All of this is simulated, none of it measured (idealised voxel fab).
process module | voxel ribs on slabs
cross-section cut | 190 nm wide | cells 5 nm
A cross-section is a grid of square cells, given in bands from the top down. A band is one or more rows of cells.
Each band's line starts with the height of the band's top and of its bottom, in nm. Then come its materials from left to right, each with its width in nm. One material with "throughout" fills the band from edge to edge. "air" is empty space.
Height 0 is the level under which the wafer as received is all one material. The lowest band goes on downwards, as in "0 down".
A width such as "30 to 40" changes by the same amount from each row of cells to the next, from the band's top row to its bottom row.
"no change" after a step means that no cell of the cross-section changed.
closed voids: empty space of 8 cells or more with no open way to the top, each as width x height at its distance from the left edge, in nm
after a step's settings: what the simulator itself notes on the step
overlay nm, on a step with a mask: how far to the right of its planned place the mask lay; to the left if negative
plan
1 op RECEIVE | material Si
2 op DIRECTIONAL_DEP | material SiO2 | thk nm 25
3 op DIRECTIONAL_DEP | material polySi | thk nm 15
4 op DIRECTIONAL_DEP | material aC | thk nm 15
5 op PATTERN | tone cover | mask id RIB | material resist | width nm 30 | thk nm 30 | overlay nm 0
6 op DIRECTIONAL_ETCH | etch materials aC | depth nm 15
7 op STRIP | etch materials resist
8 op DIRECTIONAL_ETCH | etch materials polySi | depth nm 10
9 op STRIP | etch materials aC
10 op DIRECTIONAL_DEP | material aC | thk nm 10
11 op PATTERN | tone cover | mask id SLAB | material resist | width nm 60 | thk nm 25 | overlay nm 0
12 op DIRECTIONAL_ETCH | etch materials aC | depth nm 10
13 op STRIP | etch materials resist
14 op DIRECTIONAL_ETCH | etch materials polySi | depth nm 5
15 op STRIP | etch materials aC
16 op FILL_DEP | material SiO2 | thk nm 15
17 op CMP | height nm 50
18 op DIRECTIONAL_DEP | material TiN | thk nm 5
19 op DIRECTIONAL_DEP | material aC | thk nm 10
20 op PATTERN | tone cover | mask id HEATER | material resist | width nm 40 | thk nm 30 | overlay nm 0
21 op DIRECTIONAL_ETCH | etch materials aC | depth nm 10
22 op STRIP | etch materials resist
23 op DIRECTIONAL_ETCH | etch materials TiN | depth nm 5
24 op STRIP | etch materials aC
25 op CONFORMAL_DEP | material SiO2 | thk nm 5
as received, after step 1
  0 down: Si throughout
  closed voids: none
a wafer at the end: this start, this plan, one mistake
  60 to 55: air 60 | SiO2 50 | air 80
  55 to 50: SiO2 65 | TiN 40 | SiO2 85
  50 to 40: SiO2 throughout
  40 to 30: SiO2 80 | polySi 30 | SiO2 80
  30 to 25: SiO2 65 | polySi 60 | SiO2 65
  25 to 0: SiO2 throughout
  0 down: Si throughout
  closed voids: none
what went wrong: step 20 ran as: op PATTERN | tone cover | mask id HEATER | material resist | width nm 40 | thk nm 30 | overlay nm -10
